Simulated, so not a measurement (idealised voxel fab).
A process module follows: voxel plated lines.
Square cells of 5 nm make up the cross-section cut, whose width is 245 nm.
Reading order for cross-sections: top band down to bottom band. Underlying form: a grid of square cells. Band size: one or more rows of cells. Within each band entry, the heights of the top and of the bottom of the band appear first, in that order and in nm; the materials of the band then follow from left to right, each with its corresponding width in nm. The designation "all across" on a single material indicates that it fills the band from edge to edge; the designation "air" indicates empty space. Height is counted from the level 0, under which the received wafer is composed throughout of one material. The lowest of the bands is not closed at the bottom but continues downward, in the notation "from 0 down". Think of "30 to 40" as a width that walks from the first number to the second as you go down the band, top row to bottom row, taking equal-sized steps from row to row. Step marked "all unchanged"? Then no cell in the cross-section changed in it. "Entrapped void list" - sealed voids, min. 8 cells, no opening to top; format: width x height at distance (distance from left edge; nm throughout). It should be noted that, on the line of a given step, the content following the step's settings is a remark produced by the simulator itself with respect to that step. overlay nm: where the mask lay relative to plan, measured to the right, on steps with a mask; negatives go left.

The steps planned for the process are as follows:
1: RECEIVE [material Si]
2: CONFORMAL_DEP [material SiO2] [thk nm 10]
3: DIRECTIONAL_DEP [material TiN] [thk nm 5]
4: PATTERN [tone open] [mask id LINES] [material resist] [width nm 15] [pitch nm 35] [thk nm 25] [overlay nm 0]
5: EPI [material Ru] [thk nm 5]
6: EPI [material Ru] [thk nm 10]
7: STRIP [etch materials resist]
8: DIRECTIONAL_ETCH [etch materials TiN] [depth nm 5]
9: CONFORMAL_DEP [material SiCN] [thk nm 5]

Incoming wafer, cross-sectional view, post step 1:
  from 0 down | Si all across
  Entrapped void list: none

This is how the wafer looks in cross-section once the module is done, given the starting state and plan above and one mistake in carrying the plan out:
  from 35 to 30 | air (80), SiCN (25), air (10), SiCN (25), air (105)
  from 30 to 15 | air (80), SiCN (5), Ru (15), SiCN (5), air (10), SiCN (5), Ru (15), SiCN (5), air (105)
  from 15 to 10 | SiCN (85), TiN (15), SiCN (20), TiN (15), SiCN (110)
  from 10 to 0 | SiO2 all across
  from 0 down | Si all across
  Entrapped void list: none
Finding, execution versus plan: step 4 deviated from plan and actually ran as PATTERN [tone open] [mask id LINES] [material resist] [width nm 15] [pitch nm 35] [thk nm 25] [overlay nm -10]
